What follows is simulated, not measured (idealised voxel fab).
process module | voxel self aligned contacts
Cross-section cut: width 260 nm, square cells of 5 nm.
In this document a cross-section is written as a grid of square cells. It is given as a series of bands, listed from the top down, and a band is one or more rows of cells. Band: top height; bottom height; in nm. Then, left to right: material with width in nm, for each material. "full width": a single material spanning edge to edge. "blank": empty space. Below 0: as-received wafer, all one material; heights counted from there. Lowest band: no bottom, goes on down, written "0 and below". With a width like "30 to 40", each row of cells in the band differs from the next by the same amount, the top row carrying the first number and the bottom row the second. Any step labelled "remained unchanged" changed none of the cells in the cross-section. Under "Closed void register" you'll find the enclosed gaps, the ones with no way out to the top, that are 8 cells or bigger; each reads width x height at distance, with distance counted from the left edge, everything in nm. That trailing text on a step's line, after the settings, is the simulator's own remark on the step. overlay nm: how far to the right of its planned place the mask lay on this masked step (negative: to the left).

-- The following list gives the planned process steps
- 1: op RECEIVE | material Si
- 2: op OXIDIZE | depth nm 5
- 3: op DIRECTIONAL_DEP | material polySi | thk nm 30
- 4: op DIRECTIONAL_DEP | material SiN | thk nm 15
- 5: op MASKED_ETCH | tone cover | mask id GATE | width nm 25 | pitch nm 60 | etch materials SiN | depth nm 15 | overlay nm 0
- 6: op MASKED_ETCH | tone cover | mask id GATE | width nm 25 | pitch nm 60 | etch materials polySi | depth nm 30 | overlay nm 0
- 7: op CONFORMAL_DEP | material SiN | thk nm 5
- 8: op DIRECTIONAL_ETCH | etch materials SiN | depth nm 5
- 9: op FILL_DEP | material SiO2 | thk nm 20
- 10: op CMP | height nm 55
- 11: op MASKED_ETCH | tone open | mask id CONTACT | width nm 45 | etch materials SiO2 | depth nm 60 | overlay nm 0
- 12: op CONFORMAL_DEP | material TiN | thk nm 5
- 13: op FILL_DEP | material W | thk nm 10
- 14: op CMP | height nm 55
- 15: op CONFORMAL_DEP | material SiN | thk nm 5

-- First of the two wafers, run per plan

-- As-received state of the wafer in cross-section, equivalent to post-step 1
0 and below: Si full width
Closed void register: none

-- The following cross-section depicts the wafer upon completion of step 2
0 down to -5: SiO2 full width
Below -5, no change.

-- The following cross-section depicts the wafer upon completion of step 3
30 down to 0: polySi full width
Below 0, no change.

-- The following cross-section depicts the wafer upon completion of step 4
45 down to 30: SiN full width
Below 30, no change.

-- The following cross-section depicts the wafer upon completion of step 5
45 down to 30: 85 blank | 25 SiN | 35 blank | 25 SiN | 90 blank
Below 30, no change.

-- The following cross-section depicts the wafer upon completion of step 6
45 down to 30: 85 blank | 25 SiN | 35 blank | 25 SiN | 90 blank
30 down to 0: 85 blank | 25 polySi | 35 blank | 25 polySi | 90 blank
Below 0, no change.

-- The following cross-section depicts the wafer upon completion of step 7
50 down to 30: 80 blank | 35 SiN | 25 blank | 35 SiN | 85 blank
30 down to 5: 80 blank | 5 SiN | 25 polySi | 5 SiN | 25 blank | 5 SiN | 25 polySi | 5 SiN | 85 blank
5 down to 0: 85 SiN | 25 polySi | 35 SiN | 25 polySi | 90 SiN
Below 0, no change.

-- The following cross-section depicts the wafer upon completion of step 8
45 down to 30: 80 blank | 35 SiN | 25 blank | 35 SiN | 85 blank
30 down to 0: 80 blank | 5 SiN | 25 polySi | 5 SiN | 25 blank | 5 SiN | 25 polySi | 5 SiN | 85 blank
Below 0, no change.

-- The following cross-section depicts the wafer upon completion of step 9
65 down to 45: SiO2 full width
45 down to 30: 80 SiO2 | 35 SiN | 25 SiO2 | 35 SiN | 85 SiO2
30 down to 0: 80 SiO2 | 5 SiN | 25 polySi | 5 SiN | 25 SiO2 | 5 SiN | 25 polySi | 5 SiN | 85 SiO2
Below 0, no change.

-- The following cross-section depicts the wafer upon completion of step 10
55 down to 45: SiO2 full width
Below 45, no change.

-- The following cross-section depicts the wafer upon completion of step 11
55 down to 45: 105 SiO2 | 45 blank | 110 SiO2
45 down to 30: 80 SiO2 | 35 SiN | 25 blank | 35 SiN | 85 SiO2
30 down to 0: 80 SiO2 | 5 SiN | 25 polySi | 5 SiN | 25 blank | 5 SiN | 25 polySi | 5 SiN | 85 SiO2
0 down to -5: 115 SiO2 | 25 blank | 120 SiO2
Below -5, no change.

-- The following cross-section depicts the wafer upon completion of step 12
60 down to 55: 110 TiN | 35 blank | 115 TiN
55 down to 45: 105 SiO2 | 5 to 15 TiN | 35 to 15 blank | 5 to 15 TiN | 110 SiO2
45 down to 30: 80 SiO2 | 35 SiN | 5 TiN | 15 blank | 5 TiN | 35 SiN | 85 SiO2
30 down to 0: 80 SiO2 | 5 SiN | 25 polySi | 5 SiN | 5 TiN | 15 blank | 5 TiN | 5 SiN | 25 polySi | 5 SiN | 85 SiO2
0 down to -5: 115 SiO2 | 25 TiN | 120 SiO2
Below -5, no change.

-- The following cross-section depicts the wafer upon completion of step 13
70 down to 60: W full width
60 down to 55: 110 TiN | 35 W | 115 TiN
55 down to 45: 105 SiO2 | 5 to 15 TiN | 35 to 15 W | 5 to 15 TiN | 110 SiO2
45 down to 30: 80 SiO2 | 35 SiN | 5 TiN | 15 W | 5 TiN | 35 SiN | 85 SiO2
30 down to 0: 80 SiO2 | 5 SiN | 25 polySi | 5 SiN | 5 TiN | 15 W | 5 TiN | 5 SiN | 25 polySi | 5 SiN | 85 SiO2
Below 0, no change.

-- The following cross-section depicts the wafer upon completion of step 14
55 down to 45: 105 SiO2 | 5 to 15 TiN | 35 to 15 W | 5 to 15 TiN | 110 SiO2
Below 45, no change.

-- The following cross-section depicts the wafer upon completion of step 15
60 down to 55: SiN full width
Below 55, no change.

-- It is to be noted that the second wafer proceeded from the same initial state and according to the same plan as the first, although one mistake was committed in its execution; through step 2, inclusive, the two wafers share an identical history

-- Second wafer cross-section, taken as of the time the plan sets for step 3 to be done
60 down to 0: polySi full width
Below 0, no change.

-- Second wafer cross-section, taken as of the time the plan sets for step 4 to be done
75 down to 60: SiN full width
Below 60, no change.

-- Second wafer cross-section, taken as of the time the plan sets for step 5 to be done
75 down to 60: 85 blank | 25 SiN | 35 blank | 25 SiN | 90 blank
Below 60, no change.

-- Second wafer cross-section, taken as of the time the plan sets for step 6 to be done
75 down to 60: 85 blank | 25 SiN | 35 blank | 25 SiN | 90 blank
60 down to 30: 85 blank | 25 polySi | 35 blank | 25 polySi | 90 blank
Below 30, no change.

-- Second wafer cross-section, taken as of the time the plan sets for step 7 to be done
80 down to 60: 80 blank | 35 SiN | 25 blank | 35 SiN | 85 blank
60 down to 35: 80 blank | 5 SiN | 25 polySi | 5 SiN | 25 blank | 5 SiN | 25 polySi | 5 SiN | 85 blank
35 down to 30: 85 SiN | 25 polySi | 35 SiN | 25 polySi | 90 SiN
Below 30, no change.

-- Second wafer cross-section, taken as of the time the plan sets for step 8 to be done
75 down to 60: 80 blank | 35 SiN | 25 blank | 35 SiN | 85 blank
60 down to 30: 80 blank | 5 SiN | 25 polySi | 5 SiN | 25 blank | 5 SiN | 25 polySi | 5 SiN | 85 blank
Below 30, no change.

-- Second wafer cross-section, taken as of the time the plan sets for step 9 to be done
95 down to 75: SiO2 full width
75 down to 60: 80 SiO2 | 35 SiN | 25 SiO2 | 35 SiN | 85 SiO2
60 down to 30: 80 SiO2 | 5 SiN | 25 polySi | 5 SiN | 25 SiO2 | 5 SiN | 25 polySi | 5 SiN | 85 SiO2
Below 30, no change.

-- Second wafer cross-section, taken as of the time the plan sets for step 10 to be done
55 down to 30: 80 SiO2 | 5 SiN | 25 polySi | 5 SiN | 25 SiO2 | 5 SiN | 25 polySi | 5 SiN | 85 SiO2
Below 30, no change.

-- Second wafer cross-section, taken as of the time the plan sets for step 11 to be done
55 down to 30: 80 SiO2 | 5 SiN | 25 polySi | 5 SiN | 25 blank | 5 SiN | 25 polySi | 5 SiN | 85 SiO2
Below 30, no change.

-- Second wafer cross-section, taken as of the time the plan sets for step 12 to be done
60 down to 55: 120 TiN | 15 blank | 125 TiN
55 down to 35: 80 SiO2 | 5 SiN | 25 polySi | 5 SiN | 5 TiN | 15 blank | 5 TiN | 5 SiN | 25 polySi | 5 SiN | 85 SiO2
35 down to 30: 80 SiO2 | 5 SiN | 25 polySi | 5 SiN | 25 TiN | 5 SiN | 25 polySi | 5 SiN | 85 SiO2
Below 30, no change.

-- Second wafer cross-section, taken as of the time the plan sets for step 13 to be done
70 down to 60: W full width
60 down to 55: 120 TiN | 15 W | 125 TiN
55 down to 35: 80 SiO2 | 5 SiN | 25 polySi | 5 SiN | 5 TiN | 15 W | 5 TiN | 5 SiN | 25 polySi | 5 SiN | 85 SiO2
Below 35, no change.

-- Second wafer cross-section, taken as of the time the plan sets for step 14 to be done
55 down to 35: 80 SiO2 | 5 SiN | 25 polySi | 5 SiN | 5 TiN | 15 W | 5 TiN | 5 SiN | 25 polySi | 5 SiN | 85 SiO2
Below 35, no change.

-- Second wafer cross-section, taken as of the time the plan sets for step 15 to be done
60 down to 55: SiN full width
Below 55, no change.
Heads up, the wafer didn't run the way we planned it: step 3 from the plan got run twice
The second wafer ends with more or fewer cells of some materials than the first, per final count: 46 fewer of SiN; 213 fewer of SiO2; 18 fewer of TiN; 25 fewer of W; 302 more of polySi
